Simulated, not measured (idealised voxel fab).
Presented below is a process module, voxel trench capacitor.
Displayed cross-section: cut, width of 160 nm, square cells sized 5 nm.
Cross-section format: a grid of square cells, given as bands from top to bottom; each band is one or more rows of cells. Heads up on the band format: heights come first, top then bottom, in nm. After that it's the materials left to right, each with its width in nm. A single material flagged "everywhere" fills the whole band edge to edge, and "air" means there's empty space there. Height 0 is the level under which the wafer as received is all one material. The lowest band goes on downwards, as in "0 and below". Width "30..40": first value at the band's top row of cells, second value at its bottom row, equal change from row to row. "no change occurred" -> step changed no cross-section cell. Closed-off voids of 8+ cells (no open route to the top) go in "Voids, enclosed", written width x height at distance from the left edge, in nm. On each step's line, the part that comes after the settings is the simulator's own comment on the step. On any step carrying a mask, the "overlay nm" setting, if present on the step's line, tells how far right of its planned place the mask lay; negative values point to the left.
### This section lists the process steps that were planned
- 1: RECEIVE: material Si
- 2: CONFORMAL_DEP: material SiN, thk nm 5
- 3: PATTERN: tone open, mask id TRENCH, material resist, width nm 30, pitch nm 50, thk nm 20, overlay nm 0
- 4: DIRECTIONAL_ETCH: etch materials SiN, depth nm 5
- 5: DIRECTIONAL_ETCH: etch materials Si, depth nm 25
- 6: STRIP: etch materials resist
- 7: CONFORMAL_DEP: material Al2O3, thk nm 5
- 8: CONFORMAL_DEP: material TiN, thk nm 5
- 9: FILL_DEP: material W, thk nm 10
- 10: CMP: height nm 5
### As received (post step 1): cross-section
	0 and below | Si everywhere
	Voids, enclosed: none
### Module complete - cross-section of the first of two wafers, run according to plan
	5 down to 0 | SiN 15 nm | Al2O3 5 nm | TiN 5 nm | W 10 nm | TiN 5 nm | Al2O3 5 nm | SiN 20 nm | Al2O3 5 nm | TiN 5 nm | W 10 nm | TiN 5 nm | Al2O3 5 nm | SiN 20 nm | Al2O3 5 nm | TiN 5 nm | W 10 nm | TiN 5 nm | Al2O3 5 nm | SiN 15 nm
	0 down to -15 | Si 15 nm | Al2O3 5 nm | TiN 5 nm | W 10 nm | TiN 5 nm | Al2O3 5 nm | Si 20 nm | Al2O3 5 nm | TiN 5 nm | W 10 nm | TiN 5 nm | Al2O3 5 nm | Si 20 nm | Al2O3 5 nm | TiN 5 nm | W 10 nm | TiN 5 nm | Al2O3 5 nm | Si 15 nm
	-15 down to -20 | Si 15 nm | Al2O3 5 nm | TiN 20 nm | Al2O3 5 nm | Si 20 nm | Al2O3 5 nm | TiN 20 nm | Al2O3 5 nm | Si 20 nm | Al2O3 5 nm | TiN 20 nm | Al2O3 5 nm | Si 15 nm
	-20 down to -25 | Si 15 nm | Al2O3 30 nm | Si 20 nm | Al2O3 30 nm | Si 20 nm | Al2O3 30 nm | Si 15 nm
	-25 and below | Si everywhere
	Voids, enclosed: none
### Wafer two cross-section, module end. Start and plan unchanged from wafer one; one mistake made during the run
	25 down to 15 | W everywhere
	15 down to 10 | TiN 25 nm | W 10 nm | TiN 40 nm | W 10 nm | TiN 40 nm | W 10 nm | TiN 25 nm
	10 down to 5 | Al2O3 20 nm | TiN 5 nm | W 10 nm | TiN 5 nm | Al2O3 30 nm | TiN 5 nm | W 10 nm | TiN 5 nm | Al2O3 30 nm | TiN 5 nm | W 10 nm | TiN 5 nm | Al2O3 20 nm
	5 down to 0 | SiN 15 nm | Al2O3 5 nm | TiN 5 nm | W 10 nm | TiN 5 nm | Al2O3 5 nm | SiN 20 nm | Al2O3 5 nm | TiN 5 nm | W 10 nm | TiN 5 nm | Al2O3 5 nm | SiN 20 nm | Al2O3 5 nm | TiN 5 nm | W 10 nm | TiN 5 nm | Al2O3 5 nm | SiN 15 nm
	0 down to -15 | Si 15 nm | Al2O3 5 nm | TiN 5 nm | W 10 nm | TiN 5 nm | Al2O3 5 nm | Si 20 nm | Al2O3 5 nm | TiN 5 nm | W 10 nm | TiN 5 nm | Al2O3 5 nm | Si 20 nm | Al2O3 5 nm | TiN 5 nm | W 10 nm | TiN 5 nm | Al2O3 5 nm | Si 15 nm
	-15 down to -20 | Si 15 nm | Al2O3 5 nm | TiN 20 nm | Al2O3 5 nm | Si 20 nm | Al2O3 5 nm | TiN 20 nm | Al2O3 5 nm | Si 20 nm | Al2O3 5 nm | TiN 20 nm | Al2O3 5 nm | Si 15 nm
	-20 down to -25 | Si 15 nm | Al2O3 30 nm | Si 20 nm | Al2O3 30 nm | Si 20 nm | Al2O3 30 nm | Si 15 nm
	-25 and below | Si everywhere
	Voids, enclosed: none
Misprocessing identified: step 10 of the plan never got run, it was skipped over
In the final state, the cell counts of the second wafer exceed or fall short of those of the first for the following materials: Al2O3: 20 more | TiN: 32 more | W: 76 more
